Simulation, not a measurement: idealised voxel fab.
process module | voxel capacitor over wiring
cross-section cut | 225 nm wide | cells 5 nm
A cross-section is a grid of square cells, given in bands from the top down. A band is one or more rows of cells.
Each band's line starts with the height of the band's top and of its bottom, in nm. Then come its materials from left to right, each with its width in nm. One material with "throughout" fills the band from edge to edge. "air" is empty space.
Height 0 is the level under which the wafer as received is all one material. The lowest band goes on downwards, as in "0 down".
A width such as "30 to 40" changes by the same amount from each row of cells to the next, from the band's top row to its bottom row.
"no change" after a step means that no cell of the cross-section changed.
closed voids: empty space of 8 cells or more with no open way to the top, each as width x height at its distance from the left edge, in nm
after a step's settings: what the simulator itself notes on the step
overlay nm, on a step with a mask: how far to the right of its planned place the mask lay; to the left if negative
plan
1 op RECEIVE | material Si
2 op CONFORMAL_DEP | material SiO2 | thk nm 10
3 op DIRECTIONAL_DEP | material TiN | thk nm 5
4 op DIRECTIONAL_DEP | material Ru | thk nm 20
5 op PATTERN | tone cover | mask id METAL_1 | material resist | width nm 20 | pitch nm 80 | thk nm 15 | overlay nm 0
6 op DIRECTIONAL_ETCH | etch materials Ru | depth nm 20
7 op DIRECTIONAL_ETCH | etch materials TiN | depth nm 5
8 op STRIP | etch materials resist
9 op FILL_DEP | material lowk | thk nm 10
10 op CMP | height nm 35
11 op CONFORMAL_DEP | material SiCN | thk nm 5
12 op DIRECTIONAL_DEP | material lowk | thk nm 20
13 op DIRECTIONAL_DEP | material aC | thk nm 15
14 op PATTERN | tone open | mask id PLUG_1 | material resist | width nm 15 | thk nm 35 | overlay nm 0
15 op DIRECTIONAL_ETCH | etch materials aC | depth nm 15
16 op STRIP | etch materials resist
17 op DIRECTIONAL_ETCH | etch materials lowk | depth nm 20
18 op DIRECTIONAL_ETCH | etch materials SiCN | depth nm 5
19 op STRIP | etch materials aC
20 op CONFORMAL_DEP | material TiN | thk nm 5
21 op FILL_DEP | material W | thk nm 10
22 op CMP | height nm 60
23 op DIRECTIONAL_DEP | material TiN | thk nm 5
24 op DIRECTIONAL_DEP | material Al2O3 | thk nm 5
25 op DIRECTIONAL_DEP | material TiN | thk nm 5
26 op MASKED_ETCH | tone cover | mask id UPPER_PLATE | width nm 65 | etch materials TiN | depth nm 5 | overlay nm 0
27 op MASKED_ETCH | tone cover | mask id UPPER_PLATE | width nm 65 | etch materials Al2O3 | depth nm 5 | overlay nm 0
28 op DIRECTIONAL_DEP | material aC | thk nm 15
29 op PATTERN | tone cover | mask id LOWER_PLATE | material resist | width nm 75 | thk nm 30 | overlay nm 0
30 op DIRECTIONAL_ETCH | etch materials aC | depth nm 15
31 op STRIP | etch materials resist
32 op DIRECTIONAL_ETCH | etch materials TiN | depth nm 5
33 op STRIP | etch materials aC
34 op FILL_DEP | material SiO2 | thk nm 20
35 op CMP | height nm 90
36 op DIRECTIONAL_DEP | material aC | thk nm 10
37 op PATTERN | tone open | mask id PLUG_2 | material resist | width nm 15 | thk nm 30 | overlay nm 0
38 op DIRECTIONAL_ETCH | etch materials aC | depth nm 10
39 op STRIP | etch materials resist
40 op DIRECTIONAL_ETCH | etch materials SiO2 | depth nm 15
41 op STRIP | etch materials aC
42 op CONFORMAL_DEP | material TiN | thk nm 5
43 op FILL_DEP | material Cu | thk nm 5
44 op CMP | height nm 90
45 op CONFORMAL_DEP | material SiCN | thk nm 5
as received, after step 1
  0 down: Si throughout
  closed voids: none
a wafer at the end: this start, this plan, one mistake
  95 to 90: SiCN throughout
  90 to 80: SiO2 75 | TiN 5 | Cu 5 | TiN 5 | SiO2 135
  80 to 70: SiO2 75 to 65 | TiN 15 to 65 | SiO2 135 to 95
  70 to 65: SiO2 65 | Al2O3 65 | SiO2 95
  65 to 60: SiO2 60 | TiN 75 | SiO2 90
  60 to 40: lowk 65 | TiN 5 | W 5 | TiN 5 | lowk 145
  40 to 35: SiCN 65 | TiN 15 | SiCN 145
  35 to 15: lowk 55 | Ru 30 | lowk 50 | Ru 30 | lowk 60
  15 to 10: lowk 55 | TiN 30 | lowk 50 | TiN 30 | lowk 60
  10 to 0: SiO2 throughout
  0 down: Si throughout
  closed voids: none
what went wrong: step 5 ran as: op PATTERN | tone cover | mask id METAL_1 | material resist | width nm 30 | pitch nm 80 | thk nm 15 | overlay nm 0
